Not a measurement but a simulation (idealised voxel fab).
This is a process module. Its name is voxel released beams.
Section shown: cut. Width: 295 nm. Cell size: 5 nm, square.
Square cells in a grid make up a cross-section in this document, and the grid is given as bands, listed from the top down, each one or more rows of cells. Per band: top height and bottom height in nm, followed by the left-to-right materials and their widths in nm; "edge to edge" marks a single material spanning edge to edge, "empty" marks empty space. Height reference: 0 = level under which incoming wafer is all one material. Lowest band: no bottom, runs on downward, e.g. "0 down". Width: "30->40" (first number = top row, second number = bottom row, same change from row to row of cells). "remains unaltered" -> step changed no cross-section cell. Listed in "Unvented cavities": every empty space of 8 or more cells without an open way to the top. Form: width x height at distance, the distance being from the left edge, all in nm. Read whatever lies past the settings on a step's line as the simulator's own remark about the step. Among the settings permitted on a step's line is "overlay nm"; applied to a step with a mask, it specifies the extent to which the mask lay to the right of its planned position, whereas a negative figure signifies a position to the left. Quick note on how to read the rest: it's all pairs. You get the cross-section before a process step and the one after, but the after one only goes down as far as the lowest band that changed. The step in between, with its settings, sits under the pair. Heads up, the pairs can come from different runs of this module on the same starting wafer, so don't assume a pair picks up from the one above unless its "State before step" entry says it does.
State before step:
* 0 down  Si edge to edge
* Unvented cavities: none
State After Step:
* 10 to 0  Al2O3 edge to edge
* Below 0, no change.
* Unvented cavities: none
Between the two cross-sections above, the process step reads op CONFORMAL_DEP | material Al2O3 | thk nm 10
State before step: = after-state of the pair above.
State After Step:
* 30 to 10  SiO2 edge to edge
* Below 10, no change.
* Unvented cavities: none
Between the two cross-sections above, the process step reads op DIRECTIONAL_DEP | material SiO2 | thk nm 20
State before step: = after-state of the pair above.
State After Step:
* 30 to 10  90 of SiO2; 35 of empty; 170 of SiO2
* Below 10, no change.
* Unvented cavities: none
Between the two cross-sections above, the process step reads op MASKED_ETCH | tone open | mask id ANCHOR | width nm 35 | etch materials SiO2 | depth nm 20 | overlay nm 0
State before step: = after-state of the pair above.
State After Step:
* 40 to 30  100 of W; 15 of empty; 180 of W
* 30 to 20  90 of SiO2; 10 of W; 15 of empty; 10 of W; 170 of SiO2
* 20 to 10  90 of SiO2; 35 of W; 170 of SiO2
* Below 10, no change.
* Unvented cavities: none
Between the two cross-sections above, the process step reads op CONFORMAL_DEP | material W | thk nm 10
State before step: = after-state of the pair above.
State After Step:
* 55 to 40  100 of aC; 15 of empty; 180 of aC
* 40 to 35  100 of W; 15 of empty; 180 of W
* 35 to 30  100 of W; 15 of aC; 180 of W
* 30 to 20  90 of SiO2; 10 of W; 15 of aC; 10 of W; 170 of SiO2
* Below 20, no change.
* Unvented cavities: none
Between the two cross-sections above, the process step reads op DIRECTIONAL_DEP | material aC | thk nm 15
State before step: = after-state of the pair above.
State After Step:
* 90 to 55  85 of empty; 115 of resist; 95 of empty
* 55 to 40  100 of aC; 15 of resist; 180 of aC
* 40 to 35  100 of W; 15 of resist; 180 of W
* Below 35, no change.
* Unvented cavities: none
Between the two cross-sections above, the process step reads op PATTERN | tone cover | mask id BEAM | material resist | width nm 115 | thk nm 35 | overlay nm 0
State before step: = after-state of the pair above.
State After Step:
* 75 to 55  85 of empty; 115 of resist; 95 of empty
* 55 to 40  85 of empty; 15 of aC; 15 of resist; 85 of aC; 95 of empty
* Below 40, no change.
* Unvented cavities: none
Between the two cross-sections above, the process step reads op DIRECTIONAL_ETCH | etch materials aC | depth nm 15
State before step: = after-state of the pair above.
State After Step:
* 55 to 40  85 of empty; 15 of aC; 15 of empty; 85 of aC; 95 of empty
* 40 to 35  100 of W; 15 of empty; 180 of W
* Below 35, no change.
* Unvented cavities: none
Between the two cross-sections above, the process step reads op STRIP | etch materials resist
State before step: = after-state of the pair above.
State After Step:
* 55 to 40  85 of empty; 15 of aC; 15 of empty; 85 of aC; 95 of empty
* 40 to 35  85 of empty; 15 of W; 15 of empty; 85 of W; 95 of empty
* 35 to 30  85 of empty; 15 of W; 15 of aC; 85 of W; 95 of empty
* Below 30, no change.
* Unvented cavities: none
Between the two cross-sections above, the process step reads op DIRECTIONAL_ETCH | etch materials W | depth nm 10
State before step: = after-state of the pair above.
State After Step:
* 40 to 30  85 of empty; 15 of W; 15 of empty; 85 of W; 95 of empty
* 30 to 20  90 of SiO2; 10 of W; 15 of empty; 10 of W; 170 of SiO2
* Below 20, no change.
* Unvented cavities: none
Between the two cross-sections above, the process step reads op STRIP | etch materials aC
State before step: = after-state of the pair above.
State After Step:
* 40 to 30  85 of empty; 15 of W; 15 of empty; 85 of W; 95 of empty
* 30 to 20  90 of empty; 10 of W; 15 of empty; 10 of W; 170 of empty
* 20 to 10  90 of empty; 35 of W; 170 of empty
* Below 10, no change.
* Unvented cavities: none
Between the two cross-sections above, the process step reads op STRIP | etch materials SiO2
State before step:
* 10 to 0  Al2O3 edge to edge
* 0 down  Si edge to edge
* Unvented cavities: none
State After Step:
* 20 to 10  W edge to edge
* Below 10, no change.
* Unvented cavities: none
Between the two cross-sections above, the process step reads op CONFORMAL_DEP | material W | thk nm 10
State before step: = after-state of the pair above.
State After Step:
* 35 to 20  aC edge to edge
* Below 20, no change.
* Unvented cavities: none
Between the two cross-sections above, the process step reads op DIRECTIONAL_DEP | material aC | thk nm 15
State before step: = after-state of the pair above.
State After Step:
* 70 to 35  85 of empty; 115 of resist; 95 of empty
* Below 35, no change.
* Unvented cavities: none
Between the two cross-sections above, the process step reads op PATTERN | tone cover | mask id BEAM | material resist | width nm 115 | thk nm 35 | overlay nm 0
State before step: = after-state of the pair above.
State After Step:
* 55 to 35  85 of empty; 115 of resist; 95 of empty
* 35 to 20  85 of empty; 115 of aC; 95 of empty
* Below 20, no change.
* Unvented cavities: none
Between the two cross-sections above, the process step reads op DIRECTIONAL_ETCH | etch materials aC | depth nm 15
State before step: = after-state of the pair above.
State After Step:
* 35 to 20  85 of empty; 115 of aC; 95 of empty
* Below 20, no change.
* Unvented cavities: none
Between the two cross-sections above, the process step reads op STRIP | etch materials resist
State before step: = after-state of the pair above.
State After Step:
* 35 to 20  85 of empty; 115 of aC; 95 of empty
* 20 to 10  85 of empty; 115 of W; 95 of empty
* Below 10, no change.
* Unvented cavities: none
Between the two cross-sections above, the process step reads op DIRECTIONAL_ETCH | etch materials W | depth nm 10
State before step: = after-state of the pair above.
State After Step:
* 20 to 10  85 of empty; 115 of W; 95 of empty
* Below 10, no change.
* Unvented cavities: none
Between the two cross-sections above, the process step reads op STRIP | etch materials aC
State before step:
* 0 down  Si edge to edge
* Unvented cavities: none
State After Step:
* 20 to 0  SiO2 edge to edge
* Below 0, no change.
* Unvented cavities: none
Between the two cross-sections above, the process step reads op DIRECTIONAL_DEP | material SiO2 | thk nm 20
State before step: = after-state of the pair above.
State After Step:
* 30 to 20  Al2O3 edge to edge
* Below 20, no change.
* Unvented cavities: none
Between the two cross-sections above, the process step reads op CONFORMAL_DEP | material Al2O3 | thk nm 10
State before step: = after-state of the pair above.
State After Step:
* 40 to 30  W edge to edge
* Below 30, no change.
* Unvented cavities: none
Between the two cross-sections above, the process step reads op CONFORMAL_DEP | material W | thk nm 10
State before step: = after-state of the pair above.
State After Step:
* 55 to 40  aC edge to edge
* Below 40, no change.
* Unvented cavities: none
Between the two cross-sections above, the process step reads op DIRECTIONAL_DEP | material aC | thk nm 15
State before step: = after-state of the pair above.
State After Step:
* 90 to 55  85 of empty; 115 of resist; 95 of empty
* Below 55, no change.
* Unvented cavities: none
Between the two cross-sections above, the process step reads op PATTERN | tone cover | mask id BEAM | material resist | width nm 115 | thk nm 35 | overlay nm 0
State before step: = after-state of the pair above.
State After Step:
* 75 to 55  85 of empty; 115 of resist; 95 of empty
* 55 to 40  85 of empty; 115 of aC; 95 of empty
* Below 40, no change.
* Unvented cavities: none
Between the two cross-sections above, the process step reads op DIRECTIONAL_ETCH | etch materials aC | depth nm 15
State before step: = after-state of the pair above.
State After Step:
* 55 to 40  85 of empty; 115 of aC; 95 of empty
* Below 40, no change.
* Unvented cavities: none
Between the two cross-sections above, the process step reads op STRIP | etch materials resist
State before step: = after-state of the pair above.
State After Step:
* 55 to 40  85 of empty; 115 of aC; 95 of empty
* 40 to 30  85 of empty; 115 of W; 95 of empty
* Below 30, no change.
* Unvented cavities: none
Between the two cross-sections above, the process step reads op DIRECTIONAL_ETCH | etch materials W | depth nm 10
State before step: = after-state of the pair above.
State After Step:
* 40 to 30  85 of empty; 115 of W; 95 of empty
* Below 30, no change.
* Unvented cavities: none
Between the two cross-sections above, the process step reads op STRIP | etch materials aC
State before step:
* 30 to 10  90 of SiO2; 35 of empty; 170 of SiO2
* 10 to 0  Al2O3 edge to edge
* 0 down  Si edge to edge
* Unvented cavities: none
State After Step:
* 35 to 30  95 of W; 25 of empty; 175 of W
* 30 to 15  90 of SiO2; 5 of W; 25 of empty; 5 of W; 170 of SiO2
* 15 to 10  90 of SiO2; 35 of W; 170 of SiO2
* Below 10, no change.
* Unvented cavities: none
Between the two cross-sections above, the process step reads op CONFORMAL_DEP | material W | thk nm 5
State before step: = after-state of the pair above.
State After Step:
* 50 to 35  95 of aC; 25 of empty; 175 of aC
* 35 to 30  95 of W; 25 of empty; 175 of W
* 30 to 15  90 of SiO2; 5 of W; 25 of aC; 5 of W; 170 of SiO2
* Below 15, no change.
* Unvented cavities: none
Between the two cross-sections above, the process step reads op DIRECTIONAL_DEP | material aC | thk nm 15
State before step: = after-state of the pair above.
State After Step:
* 85 to 50  85 of empty; 115 of resist; 95 of empty
* 50 to 35  95 of aC; 25 of resist; 175 of aC
* 35 to 30  95 of W; 25 of resist; 175 of W
* Below 30, no change.
* Unvented cavities: none
Between the two cross-sections above, the process step reads op PATTERN | tone cover | mask id BEAM | material resist | width nm 115 | thk nm 35 | overlay nm 0
State before step: = after-state of the pair above.
State After Step:
* 70 to 50  85 of empty; 115 of resist; 95 of empty
* 50 to 35  85 of empty; 10 of aC; 25 of resist; 80 of aC; 95 of empty
* Below 35, no change.
* Unvented cavities: none
Between the two cross-sections above, the process step reads op DIRECTIONAL_ETCH | etch materials aC | depth nm 15
State before step: = after-state of the pair above.
State After Step:
* 50 to 35  85 of empty; 10 of aC; 25 of empty; 80 of aC; 95 of empty
* 35 to 30  95 of W; 25 of empty; 175 of W
* Below 30, no change.
* Unvented cavities: none
Between the two cross-sections above, the process step reads op STRIP | etch materials resist
State before step: = after-state of the pair above.
State After Step:
* 50 to 35  85 of empty; 10 of aC; 25 of empty; 80 of aC; 95 of empty
* 35 to 30  85 of empty; 10 of W; 25 of empty; 80 of W; 95 of empty
* Below 30, no change.
* Unvented cavities: none
Between the two cross-sections above, the process step reads op DIRECTIONAL_ETCH | etch materials W | depth nm 10
State before step: = after-state of the pair above.
State After Step:
* 35 to 30  85 of empty; 10 of W; 25 of empty; 80 of W; 95 of empty
* 30 to 15  90 of SiO2; 5 of W; 25 of empty; 5 of W; 170 of SiO2
* Below 15, no change.
* Unvented cavities: none
Between the two cross-sections above, the process step reads op STRIP | etch materials aC
State before step: = after-state of the pair above.
State After Step:
* 35 to 30  85 of empty; 10 of W; 25 of empty; 80 of W; 95 of empty
* 30 to 15  90 of empty; 5 of W; 25 of empty; 5 of W; 170 of empty
* 15 to 10  90 of empty; 35 of W; 170 of empty
* Below 10, no change.
* Unvented cavities: none
Between the two cross-sections above, the process step reads op STRIP | etch materials SiO2
State before step:
* 30 to 10  SiO2 edge to edge
* 10 to 0  Al2O3 edge to edge
* 0 down  Si edge to edge
* Unvented cavities: none
State After Step:
* 30 to 10  95 of SiO2; 30 of empty; 170 of SiO2
* Below 10, no change.
* Unvented cavities: none
Between the two cross-sections above, the process step reads op MASKED_ETCH | tone open | mask id ANCHOR | width nm 30 | etch materials SiO2 | depth nm 20 | overlay nm 0
State before step: = after-state of the pair above.
State After Step:
* 40 to 30  105 of W; 10 of empty; 180 of W
* 30 to 20  95 of SiO2; 10 of W; 10 of empty; 10 of W; 170 of SiO2
* 20 to 10  95 of SiO2; 30 of W; 170 of SiO2
* Below 10, no change.
* Unvented cavities: none
Between the two cross-sections above, the process step reads op CONFORMAL_DEP | material W | thk nm 10
State before step: = after-state of the pair above.
State After Step:
* 55 to 40  105 of aC; 10 of empty; 180 of aC
* 40 to 35  105 of W; 10 of empty; 180 of W
* 35 to 30  105 of W; 10 of aC; 180 of W
* 30 to 20  95 of SiO2; 10 of W; 10 of aC; 10 of W; 170 of SiO2
* Below 20, no change.
* Unvented cavities: none
Between the two cross-sections above, the process step reads op DIRECTIONAL_DEP | material aC | thk nm 15
State before step: = after-state of the pair above.
State After Step:
* 90 to 55  85 of empty; 115 of resist; 95 of empty
* 55 to 40  105 of aC; 10 of resist; 180 of aC
* 40 to 35  105 of W; 10 of resist; 180 of W
* Below 35, no change.
* Unvented cavities: none
Between the two cross-sections above, the process step reads op PATTERN | tone cover | mask id BEAM | material resist | width nm 115 | thk nm 35 | overlay nm 0
State before step: = after-state of the pair above.
State After Step:
* 75 to 55  85 of empty; 115 of resist; 95 of empty
* 55 to 40  85 of empty; 20 of aC; 10 of resist; 85 of aC; 95 of empty
* Below 40, no change.
* Unvented cavities: none
Between the two cross-sections above, the process step reads op DIRECTIONAL_ETCH | etch materials aC | depth nm 15
State before step: = after-state of the pair above.
State After Step:
* 55 to 40  85 of empty; 20 of aC; 10 of empty; 85 of aC; 95 of empty
* 40 to 35  105 of W; 10 of empty; 180 of W
* Below 35, no change.
* Unvented cavities: none
Between the two cross-sections above, the process step reads op STRIP | etch materials resist
State before step: = after-state of the pair above.
State After Step:
* 55 to 40  85 of empty; 20 of aC; 10 of empty; 85 of aC; 95 of empty
* 40 to 35  85 of empty; 20 of W; 10 of empty; 85 of W; 95 of empty
* 35 to 30  85 of empty; 20 of W; 10 of aC; 85 of W; 95 of empty
* Below 30, no change.
* Unvented cavities: none
Between the two cross-sections above, the process step reads op DIRECTIONAL_ETCH | etch materials W | depth nm 10
State before step: = after-state of the pair above.
State After Step:
* 40 to 30  85 of empty; 20 of W; 10 of empty; 85 of W; 95 of empty
* 30 to 20  95 of SiO2; 10 of W; 10 of empty; 10 of W; 170 of SiO2
* Below 20, no change.
* Unvented cavities: none
Between the two cross-sections above, the process step reads op STRIP | etch materials aC
State before step: = after-state of the pair above.
State After Step:
* 40 to 30  85 of empty; 20 of W; 10 of empty; 85 of W; 95 of empty
* 30 to 20  95 of empty; 10 of W; 10 of empty; 10 of W; 170 of empty
* 20 to 10  95 of empty; 30 of W; 170 of empty
* Below 10, no change.
* Unvented cavities: none
Between the two cross-sections above, the process step reads op STRIP | etch materials SiO2
State before step:
* 30 to 10  SiO2 edge to edge
* 10 to 0  Al2O3 edge to edge
* 0 down  Si edge to edge
* Unvented cavities: none
State After Step:
* 30 to 10  95 of SiO2; 35 of empty; 165 of SiO2
* Below 10, no change.
* Unvented cavities: none
Between the two cross-sections above, the process step reads op MASKED_ETCH | tone open | mask id ANCHOR | width nm 35 | etch materials SiO2 | depth nm 20 | overlay nm 5
State before step: = after-state of the pair above.
State After Step:
* 40 to 30  105 of W; 15 of empty; 175 of W
* 30 to 20  95 of SiO2; 10 of W; 15 of empty; 10 of W; 165 of SiO2
* 20 to 10  95 of SiO2; 35 of W; 165 of SiO2
* Below 10, no change.
* Unvented cavities: none
Between the two cross-sections above, the process step reads op CONFORMAL_DEP | material W | thk nm 10
State before step: = after-state of the pair above.
State After Step:
* 55 to 40  105 of aC; 15 of empty; 175 of aC
* 40 to 35  105 of W; 15 of empty; 175 of W
* 35 to 30  105 of W; 15 of aC; 175 of W
* 30 to 20  95 of SiO2; 10 of W; 15 of aC; 10 of W; 165 of SiO2
* Below 20, no change.
* Unvented cavities: none
Between the two cross-sections above, the process step reads op DIRECTIONAL_DEP | material aC | thk nm 15
State before step: = after-state of the pair above.
State After Step:
* 90 to 55  85 of empty; 115 of resist; 95 of empty
* 55 to 40  105 of aC; 15 of resist; 175 of aC
* 40 to 35  105 of W; 15 of resist; 175 of W
* Below 35, no change.
* Unvented cavities: none
Between the two cross-sections above, the process step reads op PATTERN | tone cover | mask id BEAM | material resist | width nm 115 | thk nm 35 | overlay nm 0
State before step: = after-state of the pair above.
State After Step:
* 75 to 55  85 of empty; 115 of resist; 95 of empty
* 55 to 40  85 of empty; 20 of aC; 15 of resist; 80 of aC; 95 of empty
* Below 40, no change.
* Unvented cavities: none
Between the two cross-sections above, the process step reads op DIRECTIONAL_ETCH | etch materials aC | depth nm 15
State before step: = after-state of the pair above.
State After Step:
* 55 to 40  85 of empty; 20 of aC; 15 of empty; 80 of aC; 95 of empty
* 40 to 35  105 of W; 15 of empty; 175 of W
* Below 35, no change.
* Unvented cavities: none
Between the two cross-sections above, the process step reads op STRIP | etch materials resist
State before step: = after-state of the pair above.
State After Step:
* 55 to 40  85 of empty; 20 of aC; 15 of empty; 80 of aC; 95 of empty
* 40 to 35  85 of empty; 20 of W; 15 of empty; 80 of W; 95 of empty
* 35 to 30  85 of empty; 20 of W; 15 of aC; 80 of W; 95 of empty
* Below 30, no change.
* Unvented cavities: none
Between the two cross-sections above, the process step reads op DIRECTIONAL_ETCH | etch materials W | depth nm 10
State before step: = after-state of the pair above.
State After Step:
* 40 to 30  85 of empty; 20 of W; 15 of empty; 80 of W; 95 of empty
* 30 to 20  95 of SiO2; 10 of W; 15 of empty; 10 of W; 165 of SiO2
* Below 20, no change.
* Unvented cavities: none
Between the two cross-sections above, the process step reads op STRIP | etch materials aC
State before step: = after-state of the pair above.
State After Step:
* 40 to 30  85 of empty; 20 of W; 15 of empty; 80 of W; 95 of empty
* 30 to 20  95 of empty; 10 of W; 15 of empty; 10 of W; 165 of empty
* 20 to 10  95 of empty; 35 of W; 165 of empty
* Below 10, no change.
* Unvented cavities: none
Between the two cross-sections above, the process step reads op STRIP | etch materials SiO2
State before step:
* 0 down  Si edge to edge
* Unvented cavities: none
State After Step:
* 10 to 0  SiO2 edge to edge
* Below 0, no change.
* Unvented cavities: none
Between the two cross-sections above, the process step reads op CONFORMAL_DEP | material SiO2 | thk nm 10
State before step: = after-state of the pair above.
State After Step:
* 30 to 0  SiO2 edge to edge
* Below 0, no change.
* Unvented cavities: none
Between the two cross-sections above, the process step reads op DIRECTIONAL_DEP | material SiO2 | thk nm 20
State before step: = after-state of the pair above.
State After Step:
* 30 to 10  90 of SiO2; 35 of empty; 170 of SiO2
* Below 10, no change.
* Unvented cavities: none
Between the two cross-sections above, the process step reads op MASKED_ETCH | tone open | mask id ANCHOR | width nm 35 | etch materials SiO2 | depth nm 20 | overlay nm 0
State before step: = after-state of the pair above.
State After Step:
* 40 to 30  100 of W; 15 of empty; 180 of W
* 30 to 20  90 of SiO2; 10 of W; 15 of empty; 10 of W; 170 of SiO2
* 20 to 10  90 of SiO2; 35 of W; 170 of SiO2
* Below 10, no change.
* Unvented cavities: none
Between the two cross-sections above, the process step reads op CONFORMAL_DEP | material W | thk nm 10
State before step: = after-state of the pair above.
State After Step:
* 55 to 40  100 of aC; 15 of empty; 180 of aC
* 40 to 35  100 of W; 15 of empty; 180 of W
* 35 to 30  100 of W; 15 of aC; 180 of W
* 30 to 20  90 of SiO2; 10 of W; 15 of aC; 10 of W; 170 of SiO2
* Below 20, no change.
* Unvented cavities: none
Between the two cross-sections above, the process step reads op DIRECTIONAL_DEP | material aC | thk nm 15
State before step: = after-state of the pair above.
State After Step:
* 90 to 55  85 of empty; 115 of resist; 95 of empty
* 55 to 40  100 of aC; 15 of resist; 180 of aC
* 40 to 35  100 of W; 15 of resist; 180 of W
* Below 35, no change.
* Unvented cavities: none
Between the two cross-sections above, the process step reads op PATTERN | tone cover | mask id BEAM | material resist | width nm 115 | thk nm 35 | overlay nm 0
State before step: = after-state of the pair above.
State After Step:
* 75 to 55  85 of empty; 115 of resist; 95 of empty
* 55 to 40  85 of empty; 15 of aC; 15 of resist; 85 of aC; 95 of empty
* Below 40, no change.
* Unvented cavities: none
Between the two cross-sections above, the process step reads op DIRECTIONAL_ETCH | etch materials aC | depth nm 15
State before step: = after-state of the pair above.
State After Step:
* 55 to 40  85 of empty; 15 of aC; 15 of empty; 85 of aC; 95 of empty
* 40 to 35  100 of W; 15 of empty; 180 of W
* Below 35, no change.
* Unvented cavities: none
Between the two cross-sections above, the process step reads op STRIP | etch materials resist
State before step: = after-state of the pair above.
State After Step:
* 55 to 40  85 of empty; 15 of aC; 15 of empty; 85 of aC; 95 of empty
* 40 to 35  85 of empty; 15 of W; 15 of empty; 85 of W; 95 of empty
* 35 to 30  85 of empty; 15 of W; 15 of aC; 85 of W; 95 of empty
* Below 30, no change.
* Unvented cavities: none
Between the two cross-sections above, the process step reads op DIRECTIONAL_ETCH | etch materials W | depth nm 10
State before step: = after-state of the pair above.
State After Step:
* 40 to 30  85 of empty; 15 of W; 15 of empty; 85 of W; 95 of empty
* 30 to 20  90 of SiO2; 10 of W; 15 of empty; 10 of W; 170 of SiO2
* Below 20, no change.
* Unvented cavities: none
Between the two cross-sections above, the process step reads op STRIP | etch materials aC
State before step: = after-state of the pair above.
State After Step:
* 0 down  Si edge to edge
* Unvented cavities: none
Between the two cross-sections above, the process step reads op STRIP | etch materials SiO2
State before step:
* 30 to 10  SiO2 edge to edge
* 10 to 0  Al2O3 edge to edge
* 0 down  Si edge to edge
* Unvented cavities: none
State After Step:
* 30 to 10  90 of empty; 35 of SiO2; 170 of empty
* Below 10, no change.
* Unvented cavities: none
Between the two cross-sections above, the process step reads op MASKED_ETCH | tone cover | mask id ANCHOR | width nm 35 | etch materials SiO2 | depth nm 20 | overlay nm 0
State before step: = after-state of the pair above.
State After Step:
* 40 to 30  80 of empty; 55 of W; 160 of empty
* 30 to 20  80 of empty; 10 of W; 35 of SiO2; 10 of W; 160 of empty
* 20 to 10  90 of W; 35 of SiO2; 170 of W
* Below 10, no change.
* Unvented cavities: none
Between the two cross-sections above, the process step reads op CONFORMAL_DEP | material W | thk nm 10
State before step: = after-state of the pair above.
State After Step:
* 55 to 40  80 of empty; 55 of aC; 160 of empty
* 40 to 35  80 of empty; 55 of W; 160 of empty
* 35 to 30  80 of aC; 55 of W; 160 of aC
* 30 to 20  80 of aC; 10 of W; 35 of SiO2; 10 of W; 160 of aC
* Below 20, no change.
* Unvented cavities: none
Between the two cross-sections above, the process step reads op DIRECTIONAL_DEP | material aC | thk nm 15
State before step: = after-state of the pair above.
State After Step:
* 90 to 55  85 of empty; 115 of resist; 95 of empty
* 55 to 40  80 of empty; 55 of aC; 65 of resist; 95 of empty
* 40 to 35  80 of empty; 55 of W; 65 of resist; 95 of empty
* Below 35, no change.
* Unvented cavities: none
Between the two cross-sections above, the process step reads op PATTERN | tone cover | mask id BEAM | material resist | width nm 115 | thk nm 35 | overlay nm 0
State before step: = after-state of the pair above.
State After Step:
* 75 to 55  85 of empty; 115 of resist; 95 of empty
* 55 to 40  85 of empty; 50 of aC; 65 of resist; 95 of empty
* 40 to 35  80 of empty; 55 of W; 65 of resist; 95 of empty
* 35 to 30  80 of empty; 55 of W; 65 of aC; 95 of empty
* 30 to 20  80 of empty; 10 of W; 35 of SiO2; 10 of W; 65 of aC; 95 of empty
* Below 20, no change.
* Unvented cavities: none
Between the two cross-sections above, the process step reads op DIRECTIONAL_ETCH | etch materials aC | depth nm 15
State before step: = after-state of the pair above.
State After Step:
* 55 to 40  85 of empty; 50 of aC; 160 of empty
* 40 to 35  80 of empty; 55 of W; 160 of empty
* Below 35, no change.
* Unvented cavities: none
Between the two cross-sections above, the process step reads op STRIP | etch materials resist
State before step: = after-state of the pair above.
State After Step:
* 55 to 40  85 of empty; 50 of aC; 160 of empty
* 40 to 35  85 of empty; 50 of W; 160 of empty
* 35 to 30  85 of empty; 50 of W; 65 of aC; 95 of empty
* 30 to 20  80 of empty; 10 of W; 35 of SiO2; 10 of W; 65 of aC; 95 of empty
* 20 to 10  80 of empty; 10 of W; 35 of SiO2; 75 of W; 95 of empty
* Below 10, no change.
* Unvented cavities: none
Between the two cross-sections above, the process step reads op DIRECTIONAL_ETCH | etch materials W | depth nm 10
State before step: = after-state of the pair above.
State After Step:
* 40 to 30  85 of empty; 50 of W; 160 of empty
* 30 to 20  80 of empty; 10 of W; 35 of SiO2; 10 of W; 160 of empty
* Below 20, no change.
* Unvented cavities: none
Between the two cross-sections above, the process step reads op STRIP | etch materials aC
